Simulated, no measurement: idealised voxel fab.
Presented below is a process module, voxel capacitor over wiring.
210 nm wide, 5 nm square cells: that's cross-section cut.
Notation: cross-section as square-cell grid; stated in bands, top first, going down; one or more cell rows per band.
Top, bottom (nm), then materials left to right with widths (nm); lone material tagged "all across" fills the whole band edge to edge; "empty" = empty space.
Zero point of the height axis is 0; under it, received wafer = one material. Lowest band: continues down indefinitely, "0 and below".
A two-number width, for instance "30->40", indicates that the width is equal to the first number in the top row of the band and to the second number in the bottom row, and that it changes by a constant amount per row of cells.
"no change occurred" for a step: no cell of the cross-section changed in that step.
"Listed closed voids": sealed empty spaces, 8 cells or more, no open way to top, listed width x height at distance, with distance from the left edge and width, height and distance in nm.
Step line, after settings: the simulator's comment on this step.
You can add "overlay nm" to a step's line. For a step with a mask, it describes how far the mask lay to the right of its planned position, and a negative number describes a lay to the left.

[Listed below are the process steps as planned]
1) op RECEIVE | material Si
2) op CONFORMAL_DEP | material SiO2 | thk nm 10
3) op CONFORMAL_DEP | material SiCN | thk nm 5
4) op DIRECTIONAL_DEP | material SiO2 | thk nm 25
5) op PATTERN | tone open | mask id METAL_1 | material resist | width nm 25 | pitch nm 80 | thk nm 20 | overlay nm 0
6) op DIRECTIONAL_ETCH | etch materials SiO2 | depth nm 25
7) op DIRECTIONAL_ETCH | etch materials SiCN | depth nm 5
8) op STRIP | etch materials resist
9) op CONFORMAL_DEP | material TiN | thk nm 5
10) op FILL_DEP | material Ru | thk nm 10
11) op CMP | height nm 40
12) op CONFORMAL_DEP | material SiCN | thk nm 5
13) op DIRECTIONAL_DEP | material lowk | thk nm 15
14) op PATTERN | tone open | mask id PLUG_1 | material resist | width nm 15 | thk nm 15 | overlay nm 0
15) op DIRECTIONAL_ETCH | etch materials lowk | depth nm 15
16) op DIRECTIONAL_ETCH | etch materials SiCN | depth nm 5
17) op STRIP | etch materials resist
18) op EPI | material Ru | thk nm 10
19) op EPI | material Ru | thk nm 10
20) op DIRECTIONAL_DEP | material TiN | thk nm 10
21) op DIRECTIONAL_DEP | material Al2O3 | thk nm 5
22) op DIRECTIONAL_DEP | material TiN | thk nm 10
23) op DIRECTIONAL_DEP | material aC | thk nm 10
24) op PATTERN | tone cover | mask id UPPER_PLATE | material resist | width nm 60 | thk nm 25 | overlay nm 0
25) op DIRECTIONAL_ETCH | etch materials aC | depth nm 10
26) op STRIP | etch materials resist
27) op DIRECTIONAL_ETCH | etch materials TiN | depth nm 10
28) op DIRECTIONAL_ETCH | etch materials Al2O3 | depth nm 5
29) op STRIP | etch materials aC
30) op DIRECTIONAL_DEP | material aC | thk nm 15
31) op PATTERN | tone cover | mask id LOWER_PLATE | material resist | width nm 70 | thk nm 30 | overlay nm 0
32) op DIRECTIONAL_ETCH | etch materials aC | depth nm 15
33) op STRIP | etch materials resist
34) op DIRECTIONAL_ETCH | etch materials TiN | depth nm 10
35) op STRIP | etch materials aC
36) op FILL_DEP | material SiO2 | thk nm 15
37) op CMP | height nm 95
38) op DIRECTIONAL_DEP | material aC | thk nm 10
39) op PATTERN | tone open | mask id PLUG_2 | material resist | width nm 15 | thk nm 25 | overlay nm 0
40) op DIRECTIONAL_ETCH | etch materials aC | depth nm 10
41) op STRIP | etch materials resist
42) op DIRECTIONAL_ETCH | etch materials SiO2 | depth nm 10
43) op STRIP | etch materials aC
44) op CONFORMAL_DEP | material TiN | thk nm 5
45) op FILL_DEP | material Cu | thk nm 5
46) op CMP | height nm 95
47) op CONFORMAL_DEP | material SiN | thk nm 5

[This is the cross-section of the wafer as we received it, i.e. after step 1]
	0 and below = Si all across
	Listed closed voids: none

[Here's the wafer cut in cross-section after the module, started and planned just like above, except one thing was done wrong in the run]
	100 down to 95 = SiN all across
	95 down to 90 = 70 SiO2; 5 TiN; 5 Cu; 5 TiN; 125 SiO2
	90 down to 85 = 70 SiO2; 15 TiN; 125 SiO2
	85 down to 75 = 60 SiO2; 60 TiN; 90 SiO2
	75 down to 70 = 60 SiO2; 60 Al2O3; 90 SiO2
	70 down to 60 = 55 SiO2; 70 TiN; 85 SiO2
	60 down to 45 = 60 lowk; 15 Ru; 135 lowk
	45 down to 40 = 60 SiCN; 15 Ru; 135 SiCN
	40 down to 35 = 55 TiN; 15 Ru; 65 TiN; 15 Ru; 60 TiN
	35 down to 15 = 50 SiO2; 5 TiN; 15 Ru; 5 TiN; 55 SiO2; 5 TiN; 15 Ru; 5 TiN; 55 SiO2
	15 down to 10 = 50 SiO2; 25 TiN; 55 SiO2; 25 TiN; 55 SiO2
	10 down to 0 = SiO2 all across
	0 and below = Si all across
	Listed closed voids: none
Plan not followed: skipped: plan step 3 (never run)
